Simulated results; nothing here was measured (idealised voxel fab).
Presented below is a process module, voxel self aligned contacts.
Pictured: cross-section cut, 300 nm wide, on a grid of 5 nm square cells.
For the purposes of this document, a cross-section shall be understood as a grid of square cells, specified as bands listed in top-to-bottom order, each band consisting of one or more rows of cells. In this notation a band is specified by the heights of its top and bottom, in that order and in nm, after which its materials appear from left to right, each paired with its width in nm. The word "everywhere" attached to a single material means that material fills the band from edge to edge; the word "air" stands for empty space. Heights from 0 (as-received wafer is one material below). Bottom band endless downward, as "0 -> down". It should be noted that a width expressed as "30..40" varies in equal increments from row to row of cells within the band, taking the value of the first number at the top row and that of the second number at the bottom row. Given "no modifications" for a step, no cell of the cross-section differs between before and after that step. Entry "Closed cavities". Content: empty spaces with no open connection to the top, size 8 cells or greater. Each: width x height at distance. Distance: from left edge. Unit: nm. What comes after the settings on a step's line is commentary from the simulator itself on that step. The line of a step may include "overlay nm". On a step with a mask, this value is how far to the right of its planned place the mask lay. A negative value means the mask lay to the left.
Set out below are the planned steps of the process:
1. RECEIVE with material Si
2. OXIDIZE with depth nm 5
3. DIRECTIONAL_DEP with material polySi, thk nm 30
4. DIRECTIONAL_DEP with material SiN, thk nm 20
5. PATTERN with tone cover, mask id GATE, material resist, width nm 25, pitch nm 60, thk nm 20, overlay nm 0
6. DIRECTIONAL_ETCH with etch materials SiN, depth nm 20
7. DIRECTIONAL_ETCH with etch materials polySi, depth nm 30
8. STRIP with etch materials resist
9. CONFORMAL_DEP with material SiN, thk nm 10
10. DIRECTIONAL_ETCH with etch materials SiN, depth nm 10
11. FILL_DEP with material SiO2, thk nm 15
12. CMP with height nm 55
13. DIRECTIONAL_DEP with material aC, thk nm 15
14. PATTERN with tone open, mask id CONTACT, material resist, width nm 45, pitch nm 60, thk nm 30, overlay nm 0
15. DIRECTIONAL_ETCH with etch materials aC, depth nm 15
16. STRIP with etch materials resist
17. DIRECTIONAL_ETCH with etch materials SiO2, depth nm 60
18. STRIP with etch materials aC
19. CONFORMAL_DEP with material TiN, thk nm 5
20. FILL_DEP with material W, thk nm 5
21. CMP with height nm 55
22. CONFORMAL_DEP with material SiCN, thk nm 5
So, the first of our two wafers, run just as we planned it:
As-received state of the wafer in cross-section, equivalent to post-step 1:
    0 -> down | Si everywhere
    Closed cavities: none
Step 2 complete: cross-section through the wafer:
    0 -> -5 | SiO2 everywhere
    Below -5, the layers are the same as they were.
Step 3 complete: cross-section through the wafer:
    30 -> 0 | polySi everywhere
    Below 0, the layers are the same as they were.
Step 4 complete: cross-section through the wafer:
    50 -> 30 | SiN everywhere
    Below 30, the layers are the same as they were.
Step 5 complete: cross-section through the wafer:
    70 -> 50 | air=75, resist=25, air=35, resist=25, air=35, resist=25, air=80
    Below 50, the layers are the same as they were.
Step 6 complete: cross-section through the wafer:
    70 -> 50 | air=75, resist=25, air=35, resist=25, air=35, resist=25, air=80
    50 -> 30 | air=75, SiN=25, air=35, SiN=25, air=35, SiN=25, air=80
    Below 30, the layers are the same as they were.
Step 7 complete: cross-section through the wafer:
    70 -> 50 | air=75, resist=25, air=35, resist=25, air=35, resist=25, air=80
    50 -> 30 | air=75, SiN=25, air=35, SiN=25, air=35, SiN=25, air=80
    30 -> 0 | air=75, polySi=25, air=35, polySi=25, air=35, polySi=25, air=80
    Below 0, the layers are the same as they were.
Step 8 complete: cross-section through the wafer:
    50 -> 30 | air=75, SiN=25, air=35, SiN=25, air=35, SiN=25, air=80
    Below 30, the layers are the same as they were.
Step 9 complete: cross-section through the wafer:
    60 -> 30 | air=65, SiN=45, air=15, SiN=45, air=15, SiN=45, air=70
    30 -> 10 | air=65, SiN=10, polySi=25, SiN=10, air=15, SiN=10, polySi=25, SiN=10, air=15, SiN=10, polySi=25, SiN=10, air=70
    10 -> 0 | SiN=75, polySi=25, SiN=35, polySi=25, SiN=35, polySi=25, SiN=80
    Below 0, the layers are the same as they were.
Step 10 complete: cross-section through the wafer:
    50 -> 30 | air=65, SiN=45, air=15, SiN=45, air=15, SiN=45, air=70
    30 -> 0 | air=65, SiN=10, polySi=25, SiN=10, air=15, SiN=10, polySi=25, SiN=10, air=15, SiN=10, polySi=25, SiN=10, air=70
    Below 0, the layers are the same as they were.
Step 11 complete: cross-section through the wafer:
    65 -> 50 | SiO2 everywhere
    50 -> 30 | SiO2=65, SiN=45, SiO2=15, SiN=45, SiO2=15, SiN=45, SiO2=70
    30 -> 0 | SiO2=65, SiN=10, polySi=25, SiN=10, SiO2=15, SiN=10, polySi=25, SiN=10, SiO2=15, SiN=10, polySi=25, SiN=10, SiO2=70
    Below 0, the layers are the same as they were.
Step 12 complete: cross-section through the wafer:
    55 -> 50 | SiO2 everywhere
    Below 50, the layers are the same as they were.
Step 13 complete: cross-section through the wafer:
    70 -> 55 | aC everywhere
    Below 55, the layers are the same as they were.
Step 14 complete: cross-section through the wafer:
    100 -> 70 | resist=95, air=45, resist=15, air=45, resist=100
    Below 70, the layers are the same as they were.
Step 15 complete: cross-section through the wafer:
    85 -> 70 | resist=95, air=45, resist=15, air=45, resist=100
    70 -> 55 | aC=95, air=45, aC=15, air=45, aC=100
    Below 55, the layers are the same as they were.
Step 16 complete: cross-section through the wafer:
    70 -> 55 | aC=95, air=45, aC=15, air=45, aC=100
    Below 55, the layers are the same as they were.
Step 17 complete: cross-section through the wafer:
    70 -> 55 | aC=95, air=45, aC=15, air=45, aC=100
    55 -> 50 | SiO2=95, air=45, SiO2=15, air=45, SiO2=100
    50 -> 30 | SiO2=65, SiN=45, air=15, SiN=45, air=15, SiN=45, SiO2=70
    30 -> 0 | SiO2=65, SiN=10, polySi=25, SiN=10, air=15, SiN=10, polySi=25, SiN=10, air=15, SiN=10, polySi=25, SiN=10, SiO2=70
    0 -> -5 | SiO2=110, air=15, SiO2=45, air=15, SiO2=115
    Below -5, the layers are the same as they were.
Step 18 complete: cross-section through the wafer:
    55 -> 50 | SiO2=95, air=45, SiO2=15, air=45, SiO2=100
    Below 50, the layers are the same as they were.
Step 19 complete: cross-section through the wafer:
    60 -> 55 | TiN=100, air=35, TiN=25, air=35, TiN=105
    55 -> 50 | SiO2=95, TiN=20, air=5, TiN=20, SiO2=15, TiN=20, air=5, TiN=20, SiO2=100
    50 -> 30 | SiO2=65, SiN=45, TiN=5, air=5, TiN=5, SiN=45, TiN=5, air=5, TiN=5, SiN=45, SiO2=70
    30 -> 0 | SiO2=65, SiN=10, polySi=25, SiN=10, TiN=5, air=5, TiN=5, SiN=10, polySi=25, SiN=10, TiN=5, air=5, TiN=5, SiN=10, polySi=25, SiN=10, SiO2=70
    0 -> -5 | SiO2=110, TiN=15, SiO2=45, TiN=15, SiO2=115
    Below -5, the layers are the same as they were.
Step 20 complete: cross-section through the wafer:
    65 -> 60 | W everywhere
    60 -> 55 | TiN=100, W=35, TiN=25, W=35, TiN=105
    55 -> 50 | SiO2=95, TiN=20, W=5, TiN=20, SiO2=15, TiN=20, W=5, TiN=20, SiO2=100
    50 -> 30 | SiO2=65, SiN=45, TiN=5, W=5, TiN=5, SiN=45, TiN=5, W=5, TiN=5, SiN=45, SiO2=70
    30 -> 0 | SiO2=65, SiN=10, polySi=25, SiN=10, TiN=5, W=5, TiN=5, SiN=10, polySi=25, SiN=10, TiN=5, W=5, TiN=5, SiN=10, polySi=25, SiN=10, SiO2=70
    Below 0, the layers are the same as they were.
Step 21 complete: cross-section through the wafer:
    55 -> 50 | SiO2=95, TiN=20, W=5, TiN=20, SiO2=15, TiN=20, W=5, TiN=20, SiO2=100
    Below 50, the layers are the same as they were.
Step 22 complete: cross-section through the wafer:
    60 -> 55 | SiCN everywhere
    Below 55, the layers are the same as they were.
Okay, second wafer. Nothing different at the start, nothing different in the plan, just one mistake somewhere in the running. As far as step 2, counting that step, it's the first wafer all over again:
Cross-sectional view of the second wafer at the intended end time of process step 3:
    25 -> 0 | polySi everywhere
    Below 0, the layers are the same as they were.
Cross-sectional view of the second wafer at the intended end time of process step 4:
    45 -> 25 | SiN everywhere
    Below 25, the layers are the same as they were.
Cross-sectional view of the second wafer at the intended end time of process step 5:
    65 -> 45 | air=75, resist=25, air=35, resist=25, air=35, resist=25, air=80
    Below 45, the layers are the same as they were.
Cross-sectional view of the second wafer at the intended end time of process step 6:
    65 -> 45 | air=75, resist=25, air=35, resist=25, air=35, resist=25, air=80
    45 -> 25 | air=75, SiN=25, air=35, SiN=25, air=35, SiN=25, air=80
    Below 25, the layers are the same as they were.
Cross-sectional view of the second wafer at the intended end time of process step 7:
    65 -> 45 | air=75, resist=25, air=35, resist=25, air=35, resist=25, air=80
    45 -> 25 | air=75, SiN=25, air=35, SiN=25, air=35, SiN=25, air=80
    25 -> 0 | air=75, polySi=25, air=35, polySi=25, air=35, polySi=25, air=80
    Below 0, the layers are the same as they were.
Cross-sectional view of the second wafer at the intended end time of process step 8:
    45 -> 25 | air=75, SiN=25, air=35, SiN=25, air=35, SiN=25, air=80
    Below 25, the layers are the same as they were.
Cross-sectional view of the second wafer at the intended end time of process step 9:
    55 -> 25 | air=65, SiN=45, air=15, SiN=45, air=15, SiN=45, air=70
    25 -> 10 | air=65, SiN=10, polySi=25, SiN=10, air=15, SiN=10, polySi=25, SiN=10, air=15, SiN=10, polySi=25, SiN=10, air=70
    10 -> 0 | SiN=75, polySi=25, SiN=35, polySi=25, SiN=35, polySi=25, SiN=80
    Below 0, the layers are the same as they were.
Cross-sectional view of the second wafer at the intended end time of process step 10:
    45 -> 25 | air=65, SiN=45, air=15, SiN=45, air=15, SiN=45, air=70
    25 -> 0 | air=65, SiN=10, polySi=25, SiN=10, air=15, SiN=10, polySi=25, SiN=10, air=15, SiN=10, polySi=25, SiN=10, air=70
    Below 0, the layers are the same as they were.
Cross-sectional view of the second wafer at the intended end time of process step 11:
    60 -> 45 | SiO2 everywhere
    45 -> 25 | SiO2=65, SiN=45, SiO2=15, SiN=45, SiO2=15, SiN=45, SiO2=70
    25 -> 0 | SiO2=65, SiN=10, polySi=25, SiN=10, SiO2=15, SiN=10, polySi=25, SiN=10, SiO2=15, SiN=10, polySi=25, SiN=10, SiO2=70
    Below 0, the layers are the same as they were.
Cross-sectional view of the second wafer at the intended end time of process step 12:
    55 -> 45 | SiO2 everywhere
    Below 45, the layers are the same as they were.
Cross-sectional view of the second wafer at the intended end time of process step 13:
    70 -> 55 | aC everywhere
    Below 55, the layers are the same as they were.
Cross-sectional view of the second wafer at the intended end time of process step 14:
    100 -> 70 | resist=95, air=45, resist=15, air=45, resist=100
    Below 70, the layers are the same as they were.
Cross-sectional view of the second wafer at the intended end time of process step 15:
    85 -> 70 | resist=95, air=45, resist=15, air=45, resist=100
    70 -> 55 | aC=95, air=45, aC=15, air=45, aC=100
    Below 55, the layers are the same as they were.
Cross-sectional view of the second wafer at the intended end time of process step 16:
    70 -> 55 | aC=95, air=45, aC=15, air=45, aC=100
    Below 55, the layers are the same as they were.
Cross-sectional view of the second wafer at the intended end time of process step 17:
    70 -> 55 | aC=95, air=45, aC=15, air=45, aC=100
    55 -> 45 | SiO2=95, air=45, SiO2=15, air=45, SiO2=100
    45 -> 25 | SiO2=65, SiN=45, air=15, SiN=45, air=15, SiN=45, SiO2=70
    25 -> 0 | SiO2=65, SiN=10, polySi=25, SiN=10, air=15, SiN=10, polySi=25, SiN=10, air=15, SiN=10, polySi=25, SiN=10, SiO2=70
    0 -> -5 | SiO2=110, air=15, SiO2=45, air=15, SiO2=115
    Below -5, the layers are the same as they were.
Cross-sectional view of the second wafer at the intended end time of process step 18:
    55 -> 45 | SiO2=95, air=45, SiO2=15, air=45, SiO2=100
    Below 45, the layers are the same as they were.
Cross-sectional view of the second wafer at the intended end time of process step 19:
    60 -> 55 | TiN=100, air=35, TiN=25, air=35, TiN=105
    55 -> 45 | SiO2=95, TiN=5..20, air=35..5, TiN=5..20, SiO2=15, TiN=5..20, air=35..5, TiN=5..20, SiO2=100
    45 -> 25 | SiO2=65, SiN=45, TiN=5, air=5, TiN=5, SiN=45, TiN=5, air=5, TiN=5, SiN=45, SiO2=70
    25 -> 0 | SiO2=65, SiN=10, polySi=25, SiN=10, TiN=5, air=5, TiN=5, SiN=10, polySi=25, SiN=10, TiN=5, air=5, TiN=5, SiN=10, polySi=25, SiN=10, SiO2=70
    0 -> -5 | SiO2=110, TiN=15, SiO2=45, TiN=15, SiO2=115
    Below -5, the layers are the same as they were.
Cross-sectional view of the second wafer at the intended end time of process step 20:
    65 -> 60 | W everywhere
    60 -> 55 | TiN=100, W=35, TiN=25, W=35, TiN=105
    55 -> 45 | SiO2=95, TiN=5..20, W=35..5, TiN=5..20, SiO2=15, TiN=5..20, W=35..5, TiN=5..20, SiO2=100
    45 -> 25 | SiO2=65, SiN=45, TiN=5, W=5, TiN=5, SiN=45, TiN=5, W=5, TiN=5, SiN=45, SiO2=70
    25 -> 0 | SiO2=65, SiN=10, polySi=25, SiN=10, TiN=5, W=5, TiN=5, SiN=10, polySi=25, SiN=10, TiN=5, W=5, TiN=5, SiN=10, polySi=25, SiN=10, SiO2=70
    Below 0, the layers are the same as they were.
Cross-sectional view of the second wafer at the intended end time of process step 21:
    55 -> 45 | SiO2=95, TiN=5..20, W=35..5, TiN=5..20, SiO2=15, TiN=5..20, W=35..5, TiN=5..20, SiO2=100
    Below 45, the layers are the same as they were.
Cross-sectional view of the second wafer at the intended end time of process step 22:
    60 -> 55 | SiCN everywhere
    Below 55, the layers are the same as they were.
What broke from the plan during processing? step 3 did not use the planned setting and instead ran as DIRECTIONAL_DEP with material polySi, thk nm 25
Bottom line after processing is that, in cells, the second wafer is up or down on some materials versus the first: SiN: 12 fewer, SiO2: 15 more, W: 12 more, polySi: 15 fewer
